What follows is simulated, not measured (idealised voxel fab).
process module | voxel ribs on slabs
cross-section cut | 290 nm wide | cells 5 nm
A cross-section is a grid of square cells, given in bands from the top down. A band is one or more rows of cells.
Each band's line starts with the height of the band's top and of its bottom, in nm. Then come its materials from left to right, each with its width in nm. One material with "throughout" fills the band from edge to edge. "air" is empty space.
Height 0 is the level under which the wafer as received is all one material. The lowest band goes on downwards, as in "0 down".
A width such as "30 to 40" changes by the same amount from each row of cells to the next, from the band's top row to its bottom row.
"no change" after a step means that no cell of the cross-section changed.
closed voids: empty space of 8 cells or more with no open way to the top, each as width x height at its distance from the left edge, in nm
after a step's settings: what the simulator itself notes on the step
overlay nm, on a step with a mask: how far to the right of its planned place the mask lay; to the left if negative
plan
1 op RECEIVE | material Si
2 op DIRECTIONAL_DEP | material SiO2 | thk nm 25
3 op DIRECTIONAL_DEP | material polySi | thk nm 20
4 op PATTERN | tone cover | mask id RIB | material resist | width nm 20 | thk nm 15 | overlay nm 0
5 op DIRECTIONAL_ETCH | etch materials polySi | depth nm 15
6 op STRIP | etch materials resist
7 op PATTERN | tone cover | mask id SLAB | material resist | width nm 80 | thk nm 15 | overlay nm 0
8 op DIRECTIONAL_ETCH | etch materials polySi | depth nm 5
9 op STRIP | etch materials resist
10 op FILL_DEP | material SiO2 | thk nm 15
11 op CMP | height nm 55
12 op DIRECTIONAL_DEP | material W | thk nm 10
13 op MASKED_ETCH | tone cover | mask id HEATER | width nm 30 | etch materials W | depth nm 10 | overlay nm 0
14 op CONFORMAL_DEP | material SiN | thk nm 5
as received, after step 1
  0 down: Si throughout
  closed voids: none
a wafer at the end: this start, this plan, one mistake
  70 to 65: air 125 | SiN 40 | air 125
  65 to 60: air 125 | SiN 5 | W 30 | SiN 5 | air 125
  60 to 55: SiN 130 | W 30 | SiN 130
  55 to 45: SiO2 throughout
  45 to 30: SiO2 135 | polySi 20 | SiO2 135
  30 to 25: SiO2 95 | polySi 80 | SiO2 115
  25 to 0: SiO2 throughout
  0 down: Si throughout
  closed voids: none
what went wrong: step 7 ran as: op PATTERN | tone cover | mask id SLAB | material resist | width nm 80 | thk nm 15 | overlay nm -10
